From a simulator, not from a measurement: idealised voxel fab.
process module | voxel double patterning
cross-section cut | 215 nm wide | cells 5 nm
A cross-section is a grid of square cells, given in bands from the top down. A band is one or more rows of cells.
Each band's line starts with the height of the band's top and of its bottom, in nm. Then come its materials from left to right, each with its width in nm. One material with "throughout" fills the band from edge to edge. "air" is empty space.
Height 0 is the level under which the wafer as received is all one material. The lowest band goes on downwards, as in "0 down".
A width such as "30 to 40" changes by the same amount from each row of cells to the next, from the band's top row to its bottom row.
"no change" after a step means that no cell of the cross-section changed.
closed voids: empty space of 8 cells or more with no open way to the top, each as width x height at its distance from the left edge, in nm
after a step's settings: what the simulator itself notes on the step
overlay nm, on a step with a mask: how far to the right of its planned place the mask lay; to the left if negative
plan
1 op RECEIVE | material Si
2 op CONFORMAL_DEP | material SiO2 | thk nm 5
3 op DIRECTIONAL_DEP | material W | thk nm 20
4 op DIRECTIONAL_DEP | material SiCN | thk nm 5
5 op DIRECTIONAL_DEP | material aC | thk nm 10
6 op PATTERN | tone open | mask id FIRST | material resist | width nm 15 | pitch nm 50 | thk nm 25 | overlay nm 0
7 op DIRECTIONAL_ETCH | etch materials aC | depth nm 10
8 op STRIP | etch materials resist
9 op DIRECTIONAL_ETCH | etch materials SiCN | depth nm 5
10 op STRIP | etch materials aC
11 op MASKED_ETCH | tone open | mask id SECOND | width nm 15 | pitch nm 50 | etch materials SiCN | depth nm 5 | overlay nm 0
12 op DIRECTIONAL_ETCH | etch materials W | depth nm 20
13 op STRIP | etch materials SiCN
first wafer, as planned
as received, after step 1
  0 down: Si throughout
  closed voids: none
after step 2
  5 to 0: SiO2 throughout
  below 0: unchanged
after step 3
  25 to 5: W throughout
  below 5: unchanged
after step 4
  30 to 25: SiCN throughout
  below 25: unchanged
after step 5
  40 to 30: aC throughout
  below 30: unchanged
after step 6
  65 to 40: resist 50 | air 15 | resist 35 | air 15 | resist 35 | air 15 | resist 50
  below 40: unchanged
after step 7
  55 to 40: resist 50 | air 15 | resist 35 | air 15 | resist 35 | air 15 | resist 50
  40 to 30: aC 50 | air 15 | aC 35 | air 15 | aC 35 | air 15 | aC 50
  below 30: unchanged
after step 8
  40 to 30: aC 50 | air 15 | aC 35 | air 15 | aC 35 | air 15 | aC 50
  below 30: unchanged
after step 9
  40 to 30: aC 50 | air 15 | aC 35 | air 15 | aC 35 | air 15 | aC 50
  30 to 25: SiCN 50 | air 15 | SiCN 35 | air 15 | SiCN 35 | air 15 | SiCN 50
  below 25: unchanged
after step 10
  30 to 25: SiCN 50 | air 15 | SiCN 35 | air 15 | SiCN 35 | air 15 | SiCN 50
  below 25: unchanged
after step 11
  30 to 25: SiCN 50 | air 15 | SiCN 10 | air 15 | SiCN 10 | air 15 | SiCN 10 | air 15 | SiCN 10 | air 15 | SiCN 50
  below 25: unchanged
after step 12
  30 to 25: SiCN 50 | air 15 | SiCN 10 | air 15 | SiCN 10 | air 15 | SiCN 10 | air 15 | SiCN 10 | air 15 | SiCN 50
  25 to 5: W 50 | air 15 | W 10 | air 15 | W 10 | air 15 | W 10 | air 15 | W 10 | air 15 | W 50
  below 5: unchanged
after step 13
  25 to 5: W 50 | air 15 | W 10 | air 15 | W 10 | air 15 | W 10 | air 15 | W 10 | air 15 | W 50
  below 5: unchanged
second wafer: like start, like plan, one mistake. Through step 1 it matches the first wafer
when step 2 should have ended
  5 to 0: aC throughout
  below 0: unchanged
when step 3 should have ended
  25 to 5: W throughout
  below 5: unchanged
when step 4 should have ended
  30 to 25: SiCN throughout
  below 25: unchanged
when step 5 should have ended
  40 to 30: aC throughout
  below 30: unchanged
when step 6 should have ended
  65 to 40: resist 50 | air 15 | resist 35 | air 15 | resist 35 | air 15 | resist 50
  below 40: unchanged
when step 7 should have ended
  55 to 40: resist 50 | air 15 | resist 35 | air 15 | resist 35 | air 15 | resist 50
  40 to 30: aC 50 | air 15 | aC 35 | air 15 | aC 35 | air 15 | aC 50
  below 30: unchanged
when step 8 should have ended
  40 to 30: aC 50 | air 15 | aC 35 | air 15 | aC 35 | air 15 | aC 50
  below 30: unchanged
when step 9 should have ended
  40 to 30: aC 50 | air 15 | aC 35 | air 15 | aC 35 | air 15 | aC 50
  30 to 25: SiCN 50 | air 15 | SiCN 35 | air 15 | SiCN 35 | air 15 | SiCN 50
  below 25: unchanged
when step 10 should have ended
  30 to 25: SiCN 50 | air 15 | SiCN 35 | air 15 | SiCN 35 | air 15 | SiCN 50
  below 25: unchanged
when step 11 should have ended
  30 to 25: SiCN 50 | air 15 | SiCN 10 | air 15 | SiCN 10 | air 15 | SiCN 10 | air 15 | SiCN 10 | air 15 | SiCN 50
  below 25: unchanged
when step 12 should have ended
  30 to 25: SiCN 50 | air 15 | SiCN 10 | air 15 | SiCN 10 | air 15 | SiCN 10 | air 15 | SiCN 10 | air 15 | SiCN 50
  25 to 5: W 50 | air 15 | W 10 | air 15 | W 10 | air 15 | W 10 | air 15 | W 10 | air 15 | W 50
  below 5: unchanged
when step 13 should have ended
  25 to 5: W 50 | air 15 | W 10 | air 15 | W 10 | air 15 | W 10 | air 15 | W 10 | air 15 | W 50
  below 5: unchanged
what went wrong: step 2 ran as: op CONFORMAL_DEP | material aC | thk nm 5
at the end the second wafer has, in cells: 43 fewer of SiO2 | 43 more of aC
